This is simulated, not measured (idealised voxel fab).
The document below concerns the process module designated voxel trench capacitor.
FYI the section here is cut, 300 nm wide, cells are 5 nm squares.
A cross-section is a grid of square cells, given in bands from the top down. A band is one or more rows of cells.
A band entry consists of two parts. The first gives the height of the band's top and the height of its bottom, in nm. The rest lists the band's materials from left to right, each with its width in nm. A single material labelled with the word "throughout" fills the band from edge to edge, and the word "blank" marks empty space.
It should be noted that heights are counted from 0, beneath which the wafer as supplied is of one material throughout, and that the lowest band possesses no lower boundary but continues downward, as written in "z 0 and below".
Note: "30..40" means the width goes from the first number (top row of the band) to the second number (bottom row) in equal steps per row of cells.
When a step is marked "no change occurred", none of the cells in the cross-section changed during that step.
Reported under the label "Enclosed void entries" are the empty spaces having no open way to the top and comprising 8 cells or more; the notation for each is width x height at distance, in which the distance is measured from the left edge and all three values are in nm.
after a step's settings: what the simulator itself notes on the step
Regarding "overlay nm": on a step with a mask, it is the distance the mask lay to the right of its planned place; a negative value places it to the left.
-- So here's the lineup of process steps we planned
1: RECEIVE (material Si)
2: CONFORMAL_DEP (material SiN; thk nm 5)
3: DIRECTIONAL_DEP (material aC; thk nm 10)
4: PATTERN (tone open; mask id TRENCH; material resist; width nm 20; pitch nm 35; thk nm 30; overlay nm 0)
5: DIRECTIONAL_ETCH (etch materials aC; depth nm 10)
6: STRIP (etch materials resist)
7: DIRECTIONAL_ETCH (etch materials SiN; depth nm 5)
8: DIRECTIONAL_ETCH (etch materials Si; depth nm 35)
9: STRIP (etch materials aC)
10: CONFORMAL_DEP (material SiO2; thk nm 5)
11: FILL_DEP (material polySi; thk nm 10)
12: CMP (height nm 5)
-- As received (post step 1): cross-section
- z 0 and below | Si throughout
- Enclosed void entries: none
-- first wafer at the end, as planned
- z 5 to 0 | 105 nm SiN; 5 nm SiO2; 10 nm polySi; 5 nm SiO2; 15 nm SiN; 5 nm SiO2; 10 nm polySi; 5 nm SiO2; 15 nm SiN; 5 nm SiO2; 10 nm polySi; 5 nm SiO2; 105 nm SiN
- z 0 to -30 | 105 nm Si; 5 nm SiO2; 10 nm polySi; 5 nm SiO2; 15 nm Si; 5 nm SiO2; 10 nm polySi; 5 nm SiO2; 15 nm Si; 5 nm SiO2; 10 nm polySi; 5 nm SiO2; 105 nm Si
- z -30 to -35 | 105 nm Si; 20 nm SiO2; 15 nm Si; 20 nm SiO2; 15 nm Si; 20 nm SiO2; 105 nm Si
- z -35 and below | Si throughout
- Enclosed void entries: none
-- Module end: cross-section of wafer two of two. Same start and process plan as the first wafer. One mistake during execution
- z 5 to 0 | 100 nm polySi; 5 nm SiO2; 20 nm SiN; 5 nm SiO2; 5 nm polySi; 5 nm SiO2; 20 nm SiN; 5 nm SiO2; 5 nm polySi; 5 nm SiO2; 20 nm SiN; 5 nm SiO2; 100 nm polySi
- z 0 to -30 | 100 nm polySi; 5 nm SiO2; 20 nm Si; 5 nm SiO2; 5 nm polySi; 5 nm SiO2; 20 nm Si; 5 nm SiO2; 5 nm polySi; 5 nm SiO2; 20 nm Si; 5 nm SiO2; 100 nm polySi
- z -30 to -35 | 105 nm SiO2; 20 nm Si; 15 nm SiO2; 20 nm Si; 15 nm SiO2; 20 nm Si; 105 nm SiO2
- z -35 and below | Si throughout
- Enclosed void entries: none
What went wrong in running the wafer? the process deviated at step 4: the operation and settings actually run there were PATTERN (tone cover; mask id TRENCH; material resist; width nm 20; pitch nm 35; thk nm 30; overlay nm 0)
Heads up, by the end the second wafer has more or fewer cells of some materials compared to the first: Si: 252 fewer, SiN: 36 fewer, SiO2: 36 more, polySi: 252 more
